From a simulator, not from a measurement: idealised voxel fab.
This is a process module. Its name is voxel self aligned vias.
For reference, the cross-section in this document is cut, with width 255 nm and square cells of 5 nm.
Heads up, the way a cross-section reads in here is a grid of square cells, handed over as bands from the top down, with every band being one or more rows of cells.
Within each band entry, the heights of the top and of the bottom of the band appear first, in that order and in nm; the materials of the band then follow from left to right, each with its corresponding width in nm. The designation "full width" on a single material indicates that it fills the band from edge to edge; the designation "empty" indicates empty space.
A quick word on heights: they are counted from 0, and under that level the wafer as it came to us is one material throughout. The lowest band is different from the rest in having no bottom; it simply continues downward, written as in "0 down".
The notation "30 to 40" denotes a width that varies across the rows of cells in the band, beginning at the first number in the top row, finishing at the second number in the bottom row, and changing by an identical amount from each row to the next.
The designation "stayed the same", where it is given for a processing step, indicates that no cell of the cross-section was altered in the course of that step.
"Closed void inventory" means: voids of 8 cells or more that are shut off from the top with no open way through. Written width x height at distance, distance from the left edge, in nm.
That trailing text on a step's line, after the settings, is the simulator's own remark on the step.
overlay nm: step with mask; distance mask lay right of planned place; negative value = left of planned place.

Below is the list of planned process steps
- 1: RECEIVE (material Si)
- 2: CONFORMAL_DEP (material SiO2; thk nm 10)
- 3: CONFORMAL_DEP (material SiCN; thk nm 5)
- 4: DIRECTIONAL_DEP (material SiO2; thk nm 25)
- 5: MASKED_ETCH (tone open; mask id LINES; width nm 25; pitch nm 60; etch materials SiO2; depth nm 25; overlay nm 0)
- 6: CONFORMAL_DEP (material TiN; thk nm 5)
- 7: FILL_DEP (material W; thk nm 5)
- 8: CMP (height nm 40)
- 9: SELECTIVE_ETCH (etch materials W Ru TiN; depth nm 10)
- 10: FILL_DEP (material SiN; thk nm 10)
- 11: CMP (height nm 40)
- 12: DIRECTIONAL_DEP (material SiO2; thk nm 20)
- 13: MASKED_ETCH (tone open; mask id VIAS; width nm 45; pitch nm 120; etch materials SiO2; depth nm 20; overlay nm 0)
- 14: MASKED_ETCH (tone open; mask id VIAS; width nm 45; pitch nm 120; etch materials SiN; depth nm 10; overlay nm 0)
- 15: CONFORMAL_DEP (material TiN; thk nm 5)
- 16: FILL_DEP (material Cu; thk nm 5)
- 17: CMP (height nm 60)
- 18: CONFORMAL_DEP (material SiCN; thk nm 5)

Cross-section, incoming material, after step 1
* 0 down | Si full width
* Closed void inventory: none

As-planned run: cross-section of the first of two wafers at end of module
* 65 to 60 | SiCN full width
* 60 to 45 | SiO2 45; TiN 5; Cu 35; TiN 5; SiO2 75; TiN 5; Cu 35; TiN 5; SiO2 45
* 45 to 40 | SiO2 45; TiN 15; Cu 15; TiN 15; SiO2 75; TiN 15; Cu 15; TiN 15; SiO2 45
* 40 to 35 | SiO2 55; TiN 5; Cu 15; TiN 5; SiO2 35; SiN 25; SiO2 35; TiN 5; Cu 15; TiN 5; SiO2 55
* 35 to 30 | SiO2 55; TiN 25; SiO2 35; SiN 25; SiO2 35; TiN 25; SiO2 55
* 30 to 20 | SiO2 55; TiN 5; W 15; TiN 5; SiO2 35; TiN 5; W 15; TiN 5; SiO2 35; TiN 5; W 15; TiN 5; SiO2 55
* 20 to 15 | SiO2 55; TiN 25; SiO2 35; TiN 25; SiO2 35; TiN 25; SiO2 55
* 15 to 10 | SiCN full width
* 10 to 0 | SiO2 full width
* 0 down | Si full width
* Closed void inventory: none

Cross-sectional image of the second wafer of the two following completion of the module. Starting state and process plan were the same as for the first wafer; one execution error occurred
* 65 to 60 | SiCN full width
* 60 to 40 | SiO2 45; TiN 10; SiO2 25; TiN 10; SiO2 75; TiN 10; SiO2 25; TiN 10; SiO2 45
* 40 to 30 | SiO2 55; SiN 25; SiO2 35; SiN 25; SiO2 35; SiN 25; SiO2 55
* 30 to 20 | SiO2 55; TiN 5; W 15; TiN 5; SiO2 35; TiN 5; W 15; TiN 5; SiO2 35; TiN 5; W 15; TiN 5; SiO2 55
* 20 to 15 | SiO2 55; TiN 25; SiO2 35; TiN 25; SiO2 35; TiN 25; SiO2 55
* 15 to 10 | SiCN full width
* 10 to 0 | SiO2 full width
* 0 down | Si full width
* Closed void inventory: none
What was the processing mistake? transposition of steps 12 and 13 relative to the planned sequence
Once processing is complete, comparing cell counts shows that the second wafer has more or fewer of certain materials than the first: Cu -54 | SiN +20 | SiO2 +40 | TiN -6
